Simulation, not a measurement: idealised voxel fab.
voxel capacitor over wiring: a process module
This is section cut - it's 265 nm across, gridded in 5 nm square cells.
Just so we're on the same page, the cross-sections are grids of square cells, and they're listed out in bands top to bottom, each band one or more rows deep.
Top height, bottom height, nm. Materials left to right, width each, nm. Single material + "edge to edge" = fills band edge to edge. "blank" = empty.
We count height from 0. Below that, the starting wafer is all one material. The lowest band never ends at the bottom but goes on down; see "0 down" for how that is written.
When a width is written as two numbers, as in "30 to 40", the first number is the width in the top row of cells of the band and the second is the width in its bottom row, and the width changes by the same amount from each row to the next.
Take "nothing got changed" at face value: in the step it is given for, the cross-section changed in none of its cells.
"Sealed void inventory" - sealed voids, min. 8 cells, no opening to top; format: width x height at distance (distance from left edge; nm throughout).
Text after the settings on a step's line: the simulator's own remark on that step.
overlay nm, on a step with a mask: how far to the right of its planned place the mask lay; to the left if negative
Below you will find pairs of cross-sections. In each, one shows the wafer before one process step and the other after it, with the after view ending at the lowest band that changed. Under each pair is the step separating them, along with its settings. Do not assume the pairs form a chain: they can come from different runs of this module on the same starting wafer, and a pair continues from the pair above it only when its "Before step" entry says so.

Before step:
* 115 to 105 = blank: 105, then TiN: 40, then blank: 120
* 105 to 100 = blank: 105, then Al2O3: 40, then blank: 120
* 100 to 95 = blank: 85, then TiN: 5, then blank: 15, then TiN: 45, then blank: 115
* 95 to 90 = blank: 85, then TiN: 65, then blank: 115
* 90 to 85 = SiO2: 90, then TiN: 15, then SiO2: 160
* 85 to 80 = SiO2: 90, then Al2O3: 15, then SiO2: 160
* 80 to 70 = SiO2: 90, then TiN: 15, then SiO2: 160
* 70 to 50 = SiO2 edge to edge
* 50 to 45 = SiCN edge to edge
* 45 to 40 = SiCN: 70, then Ru: 40, then SiCN: 40, then Ru: 40, then SiCN: 75
* 40 to 20 = SiO2: 75, then TiN: 5, then Ru: 20, then TiN: 5, then SiO2: 50, then TiN: 5, then Ru: 20, then TiN: 5, then SiO2: 80
* 20 to 15 = SiN: 75, then TiN: 30, then SiN: 50, then TiN: 30, then SiN: 80
* 15 to 0 = SiO2 edge to edge
* 0 down = Si edge to edge
* Sealed void inventory: none

Post-Process Section:
* 130 to 115 = SiO2 edge to edge
* 115 to 105 = SiO2: 105, then TiN: 40, then SiO2: 120
* 105 to 100 = SiO2: 105, then Al2O3: 40, then SiO2: 120
* 100 to 95 = SiO2: 85, then TiN: 5, then SiO2: 15, then TiN: 45, then SiO2: 115
* 95 to 85 = SiO2: 85 to 90, then TiN: 65 to 15, then SiO2: 115 to 160
* Below 85, no change.
* Sealed void inventory: none
Here is the step that sits between the two cross-sections above: FILL_DEP (material SiO2; thk nm 15)

Before step: the cross-section after the pair above

Post-Process Section:
* 105 to 100 = SiO2: 105, then Al2O3: 40, then SiO2: 120
* Below 100, no change.
* Sealed void inventory: none
Here is the step that sits between the two cross-sections above: CMP (height nm 105)

Before step: the cross-section after the pair above

Post-Process Section:
* 115 to 105 = aC edge to edge
* Below 105, no change.
* Sealed void inventory: none
Here is the step that sits between the two cross-sections above: DIRECTIONAL_DEP (material aC; thk nm 10)

Before step: the cross-section after the pair above

Post-Process Section:
* 145 to 115 = resist: 100, then blank: 15, then resist: 150
* Below 115, no change.
* Sealed void inventory: none
Here is the step that sits between the two cross-sections above: PATTERN (tone open; mask id PLUG_2; material resist; width nm 15; thk nm 30; overlay nm 0)

Before step: the cross-section after the pair above

Post-Process Section:
* 135 to 115 = resist: 100, then blank: 15, then resist: 150
* 115 to 105 = aC: 100, then blank: 15, then aC: 150
* Below 105, no change.
* Sealed void inventory: none
Here is the step that sits between the two cross-sections above: DIRECTIONAL_ETCH (etch materials aC; depth nm 10)

Before step: the cross-section after the pair above

Post-Process Section:
* 115 to 105 = aC: 100, then blank: 15, then aC: 150
* Below 105, no change.
* Sealed void inventory: none
Here is the step that sits between the two cross-sections above: STRIP (etch materials resist)

Before step: the cross-section after the pair above

Post-Process Section:
* 115 to 105 = aC: 100, then blank: 15, then aC: 150
* 105 to 100 = SiO2: 100, then blank: 5, then Al2O3: 40, then SiO2: 120
* 100 to 95 = SiO2: 85, then TiN: 5, then SiO2: 10, then blank: 5, then TiN: 45, then SiO2: 115
* Below 95, no change.
* Sealed void inventory: none
Here is the step that sits between the two cross-sections above: DIRECTIONAL_ETCH (etch materials SiO2; depth nm 10)

Before step: the cross-section after the pair above

Post-Process Section:
* 105 to 100 = SiO2: 100, then blank: 5, then Al2O3: 40, then SiO2: 120
* Below 100, no change.
* Sealed void inventory: none
Here is the step that sits between the two cross-sections above: STRIP (etch materials aC)

Before step: the cross-section after the pair above

Post-Process Section:
* 110 to 105 = TiN edge to edge
* 105 to 100 = SiO2: 100, then TiN: 5, then Al2O3: 40, then SiO2: 120
* 100 to 95 = SiO2: 85, then TiN: 5, then SiO2: 10, then TiN: 50, then SiO2: 115
* Below 95, no change.
* Sealed void inventory: none
Here is the step that sits between the two cross-sections above: CONFORMAL_DEP (material TiN; thk nm 5)

Before step: the cross-section after the pair above

Post-Process Section:
* 115 to 110 = Cu edge to edge
* Below 110, no change.
* Sealed void inventory: none
Here is the step that sits between the two cross-sections above: FILL_DEP (material Cu; thk nm 5)

Before step: the cross-section after the pair above

Post-Process Section:
* 105 to 100 = SiO2: 100, then TiN: 5, then Al2O3: 40, then SiO2: 120
* Below 100, no change.
* Sealed void inventory: none
Here is the step that sits between the two cross-sections above: CMP (height nm 105)

Before step: the cross-section after the pair above

Post-Process Section:
* 110 to 105 = SiCN edge to edge
* Below 105, no change.
* Sealed void inventory: none
Here is the step that sits between the two cross-sections above: CONFORMAL_DEP (material SiCN; thk nm 5)

Before step:
* 70 to 50 = SiO2: 90, then Ru: 15, then SiO2: 160
* 50 to 45 = SiCN: 90, then Ru: 15, then SiCN: 160
* 45 to 40 = SiCN: 70, then Ru: 40, then SiCN: 40, then Ru: 40, then SiCN: 75
* 40 to 20 = SiO2: 75, then TiN: 5, then Ru: 20, then TiN: 5, then SiO2: 50, then TiN: 5, then Ru: 20, then TiN: 5, then SiO2: 80
* 20 to 15 = SiN: 75, then TiN: 30, then SiN: 50, then TiN: 30, then SiN: 80
* 15 to 0 = SiO2 edge to edge
* 0 down = Si edge to edge
* Sealed void inventory: none

Post-Process Section:
* 75 to 70 = Al2O3 edge to edge
* Below 70, no change.
* Sealed void inventory: none
Here is the step that sits between the two cross-sections above: DIRECTIONAL_DEP (material Al2O3; thk nm 5)

Before step: the cross-section after the pair above

Post-Process Section:
* 85 to 75 = TiN edge to edge
* Below 75, no change.
* Sealed void inventory: none
Here is the step that sits between the two cross-sections above: DIRECTIONAL_DEP (material TiN; thk nm 10)

Before step: the cross-section after the pair above

Post-Process Section:
* 95 to 75 = TiN edge to edge
* Below 75, no change.
* Sealed void inventory: none
Here is the step that sits between the two cross-sections above: DIRECTIONAL_DEP (material TiN; thk nm 10)

Before step: the cross-section after the pair above

Post-Process Section:
* 110 to 95 = aC edge to edge
* Below 95, no change.
* Sealed void inventory: none
Here is the step that sits between the two cross-sections above: DIRECTIONAL_DEP (material aC; thk nm 15)

Before step: the cross-section after the pair above

Post-Process Section:
* 140 to 110 = blank: 90, then resist: 55, then blank: 120
* Below 110, no change.
* Sealed void inventory: none
Here is the step that sits between the two cross-sections above: PATTERN (tone cover; mask id UPPER_PLATE; material resist; width nm 55; thk nm 30; overlay nm 0)

Before step: the cross-section after the pair above

Post-Process Section:
* 125 to 110 = blank: 90, then resist: 55, then blank: 120
* 110 to 95 = blank: 90, then aC: 55, then blank: 120
* Below 95, no change.
* Sealed void inventory: none
Here is the step that sits between the two cross-sections above: DIRECTIONAL_ETCH (etch materials aC; depth nm 15)

Before step: the cross-section after the pair above

Post-Process Section:
* 110 to 95 = blank: 90, then aC: 55, then blank: 120
* Below 95, no change.
* Sealed void inventory: none
Here is the step that sits between the two cross-sections above: STRIP (etch materials resist)

Before step: the cross-section after the pair above

Post-Process Section:
* 110 to 95 = blank: 90, then aC: 55, then blank: 120
* 95 to 85 = blank: 90, then TiN: 55, then blank: 120
* Below 85, no change.
* Sealed void inventory: none
Here is the step that sits between the two cross-sections above: DIRECTIONAL_ETCH (etch materials TiN; depth nm 10)

Before step: the cross-section after the pair above

Post-Process Section:
* 95 to 85 = blank: 90, then TiN: 55, then blank: 120
* Below 85, no change.
* Sealed void inventory: none
Here is the step that sits between the two cross-sections above: STRIP (etch materials aC)

Before step: the cross-section after the pair above

Post-Process Section:
* 95 to 85 = blank: 90, then TiN: 55, then blank: 120
* 85 to 75 = blank: 85, then TiN: 65, then blank: 115
* Below 75, no change.
* Sealed void inventory: none
Here is the step that sits between the two cross-sections above: MASKED_ETCH (tone cover; mask id LOWER_PLATE; width nm 65; etch materials TiN; depth nm 10; overlay nm 0)

Before step: the cross-section after the pair above

Post-Process Section:
* 110 to 95 = SiO2 edge to edge
* 95 to 85 = SiO2: 90, then TiN: 55, then SiO2: 120
* 85 to 75 = SiO2: 85, then TiN: 65, then SiO2: 115
* Below 75, no change.
* Sealed void inventory: none
Here is the step that sits between the two cross-sections above: FILL_DEP (material SiO2; thk nm 15)

Before step: the cross-section after the pair above

Post-Process Section:
* 105 to 95 = SiO2 edge to edge
* Below 95, no change.
* Sealed void inventory: none
Here is the step that sits between the two cross-sections above: CMP (height nm 105)

Before step: the cross-section after the pair above

Post-Process Section:
* 115 to 105 = aC edge to edge
* Below 105, no change.
* Sealed void inventory: none
Here is the step that sits between the two cross-sections above: DIRECTIONAL_DEP (material aC; thk nm 10)

Before step: the cross-section after the pair above

Post-Process Section:
* 145 to 115 = resist: 100, then blank: 15, then resist: 150
* Below 115, no change.
* Sealed void inventory: none
Here is the step that sits between the two cross-sections above: PATTERN (tone open; mask id PLUG_2; material resist; width nm 15; thk nm 30; overlay nm 0)

Before step: the cross-section after the pair above

Post-Process Section:
* 135 to 115 = resist: 100, then blank: 15, then resist: 150
* 115 to 105 = aC: 100, then blank: 15, then aC: 150
* Below 105, no change.
* Sealed void inventory: none
Here is the step that sits between the two cross-sections above: DIRECTIONAL_ETCH (etch materials aC; depth nm 10)

Before step: the cross-section after the pair above

Post-Process Section:
* 115 to 105 = aC: 100, then blank: 15, then aC: 150
* Below 105, no change.
* Sealed void inventory: none
Here is the step that sits between the two cross-sections above: STRIP (etch materials resist)

Before step: the cross-section after the pair above

Post-Process Section:
* 115 to 105 = aC: 100, then blank: 15, then aC: 150
* 105 to 95 = SiO2: 100, then blank: 15, then SiO2: 150
* Below 95, no change.
* Sealed void inventory: none
Here is the step that sits between the two cross-sections above: DIRECTIONAL_ETCH (etch materials SiO2; depth nm 10)

Before step: the cross-section after the pair above

Post-Process Section:
* 105 to 95 = SiO2: 100, then blank: 15, then SiO2: 150
* Below 95, no change.
* Sealed void inventory: none
Here is the step that sits between the two cross-sections above: STRIP (etch materials aC)

Before step: the cross-section after the pair above

Post-Process Section:
* 110 to 105 = TiN: 105, then blank: 5, then TiN: 155
* 105 to 100 = SiO2: 100, then TiN: 5, then blank: 5, then TiN: 5, then SiO2: 150
* 100 to 95 = SiO2: 100, then TiN: 15, then SiO2: 150
* Below 95, no change.
* Sealed void inventory: none
Here is the step that sits between the two cross-sections above: CONFORMAL_DEP (material TiN; thk nm 5)

Before step: the cross-section after the pair above

Post-Process Section:
* 115 to 110 = Cu edge to edge
* 110 to 105 = TiN: 105, then Cu: 5, then TiN: 155
* 105 to 100 = SiO2: 100, then TiN: 5, then Cu: 5, then TiN: 5, then SiO2: 150
* Below 100, no change.
* Sealed void inventory: none
Here is the step that sits between the two cross-sections above: FILL_DEP (material Cu; thk nm 5)

Before step: the cross-section after the pair above

Post-Process Section:
* 105 to 100 = SiO2: 100, then TiN: 5, then Cu: 5, then TiN: 5, then SiO2: 150
* Below 100, no change.
* Sealed void inventory: none
Here is the step that sits between the two cross-sections above: CMP (height nm 105)

Before step: the cross-section after the pair above

Post-Process Section:
* 110 to 105 = SiCN edge to edge
* Below 105, no change.
* Sealed void inventory: none
Here is the step that sits between the two cross-sections above: CONFORMAL_DEP (material SiCN; thk nm 5)

Before step:
* 50 to 45 = SiCN edge to edge
* 45 to 40 = SiCN: 70, then Ru: 40, then SiCN: 40, then Ru: 40, then SiCN: 75
* 40 to 20 = SiO2: 75, then TiN: 5, then Ru: 20, then TiN: 5, then SiO2: 50, then TiN: 5, then Ru: 20, then TiN: 5, then SiO2: 80
* 20 to 15 = SiN: 75, then TiN: 30, then SiN: 50, then TiN: 30, then SiN: 80
* 15 to 0 = SiO2 edge to edge
* 0 down = Si edge to edge
* Sealed void inventory: none

Post-Process Section:
* 80 to 50 = SiO2 edge to edge
* Below 50, no change.
* Sealed void inventory: none
Here is the step that sits between the two cross-sections above: DIRECTIONAL_DEP (material SiO2; thk nm 30)

Before step: the cross-section after the pair above

Post-Process Section:
* 80 to 60 = SiO2: 90, then blank: 15, then SiO2: 160
* Below 60, no change.
* Sealed void inventory: none
Here is the step that sits between the two cross-sections above: MASKED_ETCH (tone open; mask id PLUG_1; width nm 15; etch materials SiO2; depth nm 20; overlay nm 0)

Before step: the cross-section after the pair above

Post-Process Section:
* 90 to 80 = TiN: 90, then blank: 15, then TiN: 160
* 80 to 70 = SiO2: 90, then blank: 15, then SiO2: 160
* 70 to 60 = SiO2: 90, then TiN: 15, then SiO2: 160
* Below 60, no change.
* Sealed void inventory: none
Here is the step that sits between the two cross-sections above: DIRECTIONAL_DEP (material TiN; thk nm 10)

Before step: the cross-section after the pair above

Post-Process Section:
* 95 to 90 = Al2O3: 90, then blank: 15, then Al2O3: 160
* 90 to 80 = TiN: 90, then blank: 15, then TiN: 160
* 80 to 75 = SiO2: 90, then blank: 15, then SiO2: 160
* 75 to 70 = SiO2: 90, then Al2O3: 15, then SiO2: 160
* Below 70, no change.
* Sealed void inventory: none
Here is the step that sits between the two cross-sections above: DIRECTIONAL_DEP (material Al2O3; thk nm 5)

Before step: the cross-section after the pair above

Post-Process Section:
* 105 to 95 = TiN: 90, then blank: 15, then TiN: 160
* 95 to 90 = Al2O3: 90, then blank: 15, then Al2O3: 160
* 90 to 85 = TiN: 90, then blank: 15, then TiN: 160
* 85 to 80 = TiN edge to edge
* 80 to 75 = SiO2: 90, then TiN: 15, then SiO2: 160
* Below 75, no change.
* Sealed void inventory: none
Here is the step that sits between the two cross-sections above: DIRECTIONAL_DEP (material TiN; thk nm 10)

Before step: the cross-section after the pair above

Post-Process Section:
* 120 to 105 = aC: 90, then blank: 15, then aC: 160
* 105 to 100 = TiN: 90, then blank: 15, then TiN: 160
* 100 to 95 = TiN: 90, then aC: 15, then TiN: 160
* 95 to 90 = Al2O3: 90, then aC: 15, then Al2O3: 160
* 90 to 85 = TiN: 90, then aC: 15, then TiN: 160
* Below 85, no change.
* Sealed void inventory: none
Here is the step that sits between the two cross-sections above: DIRECTIONAL_DEP (material aC; thk nm 15)

Before step: the cross-section after the pair above

Post-Process Section:
* 150 to 120 = blank: 90, then resist: 55, then blank: 120
* 120 to 105 = aC: 90, then resist: 15, then aC: 160
* 105 to 100 = TiN: 90, then resist: 15, then TiN: 160
* Below 100, no change.
* Sealed void inventory: none
Here is the step that sits between the two cross-sections above: PATTERN (tone cover; mask id UPPER_PLATE; material resist; width nm 55; thk nm 30; overlay nm 0)

Before step: the cross-section after the pair above

Post-Process Section:
* 135 to 120 = blank: 90, then resist: 55, then blank: 120
* 120 to 105 = blank: 90, then resist: 15, then aC: 40, then blank: 120
* Below 105, no change.
* Sealed void inventory: none
Here is the step that sits between the two cross-sections above: DIRECTIONAL_ETCH (etch materials aC; depth nm 15)

Before step: the cross-section after the pair above

Post-Process Section:
* 120 to 105 = blank: 105, then aC: 40, then blank: 120
* 105 to 100 = TiN: 90, then blank: 15, then TiN: 160
* Below 100, no change.
* Sealed void inventory: none
Here is the step that sits between the two cross-sections above: STRIP (etch materials resist)

Before step: the cross-section after the pair above

Post-Process Section:
* 120 to 105 = blank: 105, then aC: 40, then blank: 120
* 105 to 100 = blank: 105, then TiN: 40, then blank: 120
* 100 to 95 = blank: 90, then aC: 15, then TiN: 40, then blank: 120
* Below 95, no change.
* Sealed void inventory: none
Here is the step that sits between the two cross-sections above: DIRECTIONAL_ETCH (etch materials TiN; depth nm 10)

Before step: the cross-section after the pair above

Post-Process Section:
* 120 to 105 = blank: 105, then aC: 40, then blank: 120
* 105 to 100 = blank: 105, then TiN: 40, then blank: 120
* 100 to 95 = blank: 90, then aC: 15, then TiN: 40, then blank: 120
* 95 to 90 = blank: 90, then aC: 15, then Al2O3: 40, then blank: 120
* Below 90, no change.
* Sealed void inventory: none
Here is the step that sits between the two cross-sections above: DIRECTIONAL_ETCH (etch materials Al2O3; depth nm 5)

Before step: the cross-section after the pair above

Post-Process Section:
* 105 to 95 = blank: 105, then TiN: 40, then blank: 120
* 95 to 90 = blank: 105, then Al2O3: 40, then blank: 120
* 90 to 85 = TiN: 90, then blank: 15, then TiN: 160
* Below 85, no change.
* Sealed void inventory: none
Here is the step that sits between the two cross-sections above: STRIP (etch materials aC)

Before step: the cross-section after the pair above

Post-Process Section:
* 105 to 95 = blank: 105, then TiN: 40, then blank: 120
* 95 to 90 = blank: 105, then Al2O3: 40, then blank: 120
* 90 to 85 = blank: 85, then TiN: 5, then blank: 15, then TiN: 45, then blank: 115
* 85 to 80 = blank: 85, then TiN: 65, then blank: 115
* Below 80, no change.
* Sealed void inventory: none
Here is the step that sits between the two cross-sections above: MASKED_ETCH (tone cover; mask id LOWER_PLATE; width nm 65; etch materials TiN; depth nm 10; overlay nm 0)

Before step: the cross-section after the pair above

Post-Process Section:
* 120 to 105 = SiO2 edge to edge
* 105 to 95 = SiO2: 105, then TiN: 40, then SiO2: 120
* 95 to 90 = SiO2: 105, then Al2O3: 40, then SiO2: 120
* 90 to 85 = SiO2: 85, then TiN: 5, then SiO2: 15, then TiN: 45, then SiO2: 115
* 85 to 75 = SiO2: 85 to 90, then TiN: 65 to 15, then SiO2: 115 to 160
* Below 75, no change.
* Sealed void inventory: none
Here is the step that sits between the two cross-sections above: FILL_DEP (material SiO2; thk nm 15)

Before step: the cross-section after the pair above

Post-Process Section:
* 105 to 95 = SiO2: 105, then TiN: 40, then SiO2: 120
* Below 95, no change.
* Sealed void inventory: none
Here is the step that sits between the two cross-sections above: CMP (height nm 105)

Before step: the cross-section after the pair above

Post-Process Section:
* 115 to 105 = aC edge to edge
* Below 105, no change.
* Sealed void inventory: none
Here is the step that sits between the two cross-sections above: DIRECTIONAL_DEP (material aC; thk nm 10)

Before step: the cross-section after the pair above

Post-Process Section:
* 145 to 115 = resist: 100, then blank: 15, then resist: 150
* Below 115, no change.
* Sealed void inventory: none
Here is the step that sits between the two cross-sections above: PATTERN (tone open; mask id PLUG_2; material resist; width nm 15; thk nm 30; overlay nm 0)

Before step: the cross-section after the pair above

Post-Process Section:
* 135 to 115 = resist: 100, then blank: 15, then resist: 150
* 115 to 105 = aC: 100, then blank: 15, then aC: 150
* Below 105, no change.
* Sealed void inventory: none
Here is the step that sits between the two cross-sections above: DIRECTIONAL_ETCH (etch materials aC; depth nm 10)

Before step: the cross-section after the pair above

Post-Process Section:
* 115 to 105 = aC: 100, then blank: 15, then aC: 150
* Below 105, no change.
* Sealed void inventory: none
Here is the step that sits between the two cross-sections above: STRIP (etch materials resist)

Before step: the cross-section after the pair above

Post-Process Section:
* 115 to 105 = aC: 100, then blank: 15, then aC: 150
* 105 to 95 = SiO2: 100, then blank: 5, then TiN: 40, then SiO2: 120
* Below 95, no change.
* Sealed void inventory: none
Here is the step that sits between the two cross-sections above: DIRECTIONAL_ETCH (etch materials SiO2; depth nm 10)

Before step: the cross-section after the pair above

Post-Process Section:
* 105 to 95 = SiO2: 100, then blank: 5, then TiN: 40, then SiO2: 120
* Below 95, no change.
* Sealed void inventory: none
Here is the step that sits between the two cross-sections above: STRIP (etch materials aC)

Before step: the cross-section after the pair above

Post-Process Section:
* 110 to 105 = TiN edge to edge
* 105 to 95 = SiO2: 100, then TiN: 45, then SiO2: 120
* Below 95, no change.
* Sealed void inventory: none
Here is the step that sits between the two cross-sections above: CONFORMAL_DEP (material TiN; thk nm 5)

Before step: the cross-section after the pair above

Post-Process Section:
* 115 to 110 = Cu edge to edge
* Below 110, no change.
* Sealed void inventory: none
Here is the step that sits between the two cross-sections above: FILL_DEP (material Cu; thk nm 5)

Before step: the cross-section after the pair above

Post-Process Section:
* 105 to 95 = SiO2: 100, then TiN: 45, then SiO2: 120
* Below 95, no change.
* Sealed void inventory: none
Here is the step that sits between the two cross-sections above: CMP (height nm 105)

Before step: the cross-section after the pair above

Post-Process Section:
* 110 to 105 = SiCN edge to edge
* Below 105, no change.
* Sealed void inventory: none
Here is the step that sits between the two cross-sections above: CONFORMAL_DEP (material SiCN; thk nm 5)

Before step:
* 110 to 95 = aC edge to edge
* 95 to 85 = TiN edge to edge
* 85 to 80 = Al2O3 edge to edge
* 80 to 70 = TiN edge to edge
* 70 to 50 = SiO2: 90, then Ru: 15, then SiO2: 160
* 50 to 45 = SiCN: 90, then Ru: 15, then SiCN: 160
* 45 to 40 = SiCN: 70, then Ru: 40, then SiCN: 40, then Ru: 40, then SiCN: 75
* 40 to 20 = SiO2: 75, then TiN: 5, then Ru: 20, then TiN: 5, then SiO2: 50, then TiN: 5, then Ru: 20, then TiN: 5, then SiO2: 80
* 20 to 15 = SiN: 75, then TiN: 30, then SiN: 50, then TiN: 30, then SiN: 80
* 15 to 0 = SiO2 edge to edge
* 0 down = Si edge to edge
* Sealed void inventory: none

Post-Process Section:
* 140 to 110 = blank: 95, then resist: 50, then blank: 120
* Below 110, no change.
* Sealed void inventory: none
Here is the step that sits between the two cross-sections above: PATTERN (tone cover; mask id UPPER_PLATE; material resist; width nm 50; thk nm 30; overlay nm 0)

Before step: the cross-section after the pair above

Post-Process Section:
* 125 to 110 = blank: 95, then resist: 50, then blank: 120
* 110 to 95 = blank: 95, then aC: 50, then blank: 120
* Below 95, no change.
* Sealed void inventory: none
Here is the step that sits between the two cross-sections above: DIRECTIONAL_ETCH (etch materials aC; depth nm 15)

Before step: the cross-section after the pair above

Post-Process Section:
* 110 to 95 = blank: 95, then aC: 50, then blank: 120
* Below 95, no change.
* Sealed void inventory: none
Here is the step that sits between the two cross-sections above: STRIP (etch materials resist)

Before step: the cross-section after the pair above

Post-Process Section:
* 110 to 95 = blank: 95, then aC: 50, then blank: 120
* 95 to 85 = blank: 95, then TiN: 50, then blank: 120
* Below 85, no change.
* Sealed void inventory: none
Here is the step that sits between the two cross-sections above: DIRECTIONAL_ETCH (etch materials TiN; depth nm 10)

Before step: the cross-section after the pair above

Post-Process Section:
* 110 to 95 = blank: 95, then aC: 50, then blank: 120
* 95 to 85 = blank: 95, then TiN: 50, then blank: 120
* 85 to 80 = blank: 95, then Al2O3: 50, then blank: 120
* Below 80, no change.
* Sealed void inventory: none
Here is the step that sits between the two cross-sections above: DIRECTIONAL_ETCH (etch materials Al2O3; depth nm 5)

Before step: the cross-section after the pair above

Post-Process Section:
* 95 to 85 = blank: 95, then TiN: 50, then blank: 120
* Below 85, no change.
* Sealed void inventory: none
Here is the step that sits between the two cross-sections above: STRIP (etch materials aC)

Before step: the cross-section after the pair above

Post-Process Section:
* 95 to 85 = blank: 95, then TiN: 50, then blank: 120
* 85 to 80 = blank: 95, then Al2O3: 50, then blank: 120
* 80 to 70 = blank: 85, then TiN: 65, then blank: 115
* Below 70, no change.
* Sealed void inventory: none
Here is the step that sits between the two cross-sections above: MASKED_ETCH (tone cover; mask id LOWER_PLATE; width nm 65; etch materials TiN; depth nm 10; overlay nm 0)

Before step: the cross-section after the pair above

Post-Process Section:
* 110 to 95 = SiO2 edge to edge
* 95 to 85 = SiO2: 95, then TiN: 50, then SiO2: 120
* 85 to 80 = SiO2: 95, then Al2O3: 50, then SiO2: 120
* 80 to 70 = SiO2: 85, then TiN: 65, then SiO2: 115
* Below 70, no change.
* Sealed void inventory: none
Here is the step that sits between the two cross-sections above: FILL_DEP (material SiO2; thk nm 15)

Before step: the cross-section after the pair above

Post-Process Section:
* 105 to 95 = SiO2 edge to edge
* Below 95, no change.
* Sealed void inventory: none
Here is the step that sits between the two cross-sections above: CMP (height nm 105)

Before step: the cross-section after the pair above

Post-Process Section:
* 115 to 105 = aC edge to edge
* Below 105, no change.
* Sealed void inventory: none
Here is the step that sits between the two cross-sections above: DIRECTIONAL_DEP (material aC; thk nm 10)

Before step: the cross-section after the pair above

Post-Process Section:
* 145 to 115 = resist: 100, then blank: 15, then resist: 150
* Below 115, no change.
* Sealed void inventory: none
Here is the step that sits between the two cross-sections above: PATTERN (tone open; mask id PLUG_2; material resist; width nm 15; thk nm 30; overlay nm 0)

Before step: the cross-section after the pair above

Post-Process Section:
* 135 to 115 = resist: 100, then blank: 15, then resist: 150
* 115 to 105 = aC: 100, then blank: 15, then aC: 150
* Below 105, no change.
* Sealed void inventory: none
Here is the step that sits between the two cross-sections above: DIRECTIONAL_ETCH (etch materials aC; depth nm 10)

Before step: the cross-section after the pair above

Post-Process Section:
* 115 to 105 = aC: 100, then blank: 15, then aC: 150
* Below 105, no change.
* Sealed void inventory: none
Here is the step that sits between the two cross-sections above: STRIP (etch materials resist)

Before step: the cross-section after the pair above

Post-Process Section:
* 115 to 105 = aC: 100, then blank: 15, then aC: 150
* 105 to 95 = SiO2: 100, then blank: 15, then SiO2: 150
* Below 95, no change.
* Sealed void inventory: none
Here is the step that sits between the two cross-sections above: DIRECTIONAL_ETCH (etch materials SiO2; depth nm 10)

Before step: the cross-section after the pair above

Post-Process Section:
* 105 to 95 = SiO2: 100, then blank: 15, then SiO2: 150
* Below 95, no change.
* Sealed void inventory: none
Here is the step that sits between the two cross-sections above: STRIP (etch materials aC)

Before step: the cross-section after the pair above

Post-Process Section:
* 110 to 105 = TiN: 105, then blank: 5, then TiN: 155
* 105 to 100 = SiO2: 100, then TiN: 5, then blank: 5, then TiN: 5, then SiO2: 150
* 100 to 95 = SiO2: 100, then TiN: 15, then SiO2: 150
* Below 95, no change.
* Sealed void inventory: none
Here is the step that sits between the two cross-sections above: CONFORMAL_DEP (material TiN; thk nm 5)

Before step: the cross-section after the pair above

Post-Process Section:
* 115 to 110 = Cu edge to edge
* 110 to 105 = TiN: 105, then Cu: 5, then TiN: 155
* 105 to 100 = SiO2: 100, then TiN: 5, then Cu: 5, then TiN: 5, then SiO2: 150
* Below 100, no change.
* Sealed void inventory: none
Here is the step that sits between the two cross-sections above: FILL_DEP (material Cu; thk nm 5)

Before step: the cross-section after the pair above

Post-Process Section:
* 105 to 100 = SiO2: 100, then TiN: 5, then Cu: 5, then TiN: 5, then SiO2: 150
* Below 100, no change.
* Sealed void inventory: none
Here is the step that sits between the two cross-sections above: CMP (height nm 105)

Before step: the cross-section after the pair above

Post-Process Section:
* 110 to 105 = SiCN edge to edge
* Below 105, no change.
* Sealed void inventory: none
Here is the step that sits between the two cross-sections above: CONFORMAL_DEP (material SiCN; thk nm 5)

Before step:
* 70 to 50 = SiO2 edge to edge
* 50 to 45 = SiCN edge to edge
* 45 to 40 = SiCN: 70, then Ru: 40, then SiCN: 40, then Ru: 40, then SiCN: 75
* 40 to 20 = SiO2: 75, then TiN: 5, then Ru: 20, then TiN: 5, then SiO2: 50, then TiN: 5, then Ru: 20, then TiN: 5, then SiO2: 80
* 20 to 15 = SiN: 75, then TiN: 30, then SiN: 50, then TiN: 30, then SiN: 80
* 15 to 0 = SiO2 edge to edge
* 0 down = Si edge to edge
* Sealed void inventory: none

Post-Process Section:
* 70 to 50 = SiO2: 80, then blank: 15, then SiO2: 170
* Below 50, no change.
* Sealed void inventory: none
Here is the step that sits between the two cross-sections above: MASKED_ETCH (tone open; mask id PLUG_1; width nm 15; etch materials SiO2; depth nm 20; overlay nm -10)

Before step: the cross-section after the pair above

Post-Process Section:
* 70 to 50 = SiO2: 80, then blank: 15, then SiO2: 170
* 50 to 45 = SiCN: 90, then blank: 5, then SiCN: 170
* Below 45, no change.
* Sealed void inventory: none
Here is the step that sits between the two cross-sections above: MASKED_ETCH (tone open; mask id PLUG_1; width nm 15; etch materials SiCN; depth nm 5; overlay nm 0)

Before step: the cross-section after the pair above

Post-Process Section:
* 70 to 55 = SiO2: 80, then blank: 15, then SiO2: 170
* 55 to 50 = SiO2: 80, then blank: 5, then Ru: 10, then SiO2: 170
* 50 to 45 = SiCN: 90, then Ru: 5, then SiCN: 170
* Below 45, no change.
* Sealed void inventory: none
Here is the step that sits between the two cross-sections above: EPI (material Ru; thk nm 10)

Before step: the cross-section after the pair above

Post-Process Section:
* 70 to 65 = SiO2: 80, then blank: 15, then SiO2: 170
* 65 to 50 = SiO2: 80, then Ru: 15, then SiO2: 170
* Below 50, no change.
* Sealed void inventory: none
Here is the step that sits between the two cross-sections above: EPI (material Ru; thk nm 10)

Before step: the cross-section after the pair above

Post-Process Section:
* 70 to 50 = SiO2: 80, then Ru: 15, then SiO2: 170
* Below 50, no change.
* Sealed void inventory: none
Here is the step that sits between the two cross-sections above: EPI (material Ru; thk nm 5)

Before step: the cross-section after the pair above

Post-Process Section:
* 80 to 70 = TiN edge to edge
* Below 70, no change.
* Sealed void inventory: none
Here is the step that sits between the two cross-sections above: DIRECTIONAL_DEP (material TiN; thk nm 10)

Before step: the cross-section after the pair above

Post-Process Section:
* 85 to 80 = Al2O3 edge to edge
* Below 80, no change.
* Sealed void inventory: none
Here is the step that sits between the two cross-sections above: DIRECTIONAL_DEP (material Al2O3; thk nm 5)

Before step: the cross-section after the pair above

Post-Process Section:
* 95 to 85 = TiN edge to edge
* Below 85, no change.
* Sealed void inventory: none
Here is the step that sits between the two cross-sections above: DIRECTIONAL_DEP (material TiN; thk nm 10)

Before step: the cross-section after the pair above

Post-Process Section:
* 110 to 95 = aC edge to edge
* Below 95, no change.
* Sealed void inventory: none
Here is the step that sits between the two cross-sections above: DIRECTIONAL_DEP (material aC; thk nm 15)

Before step: the cross-section after the pair above

Post-Process Section:
* 140 to 110 = blank: 90, then resist: 55, then blank: 120
* Below 110, no change.
* Sealed void inventory: none
Here is the step that sits between the two cross-sections above: PATTERN (tone cover; mask id UPPER_PLATE; material resist; width nm 55; thk nm 30; overlay nm 0)
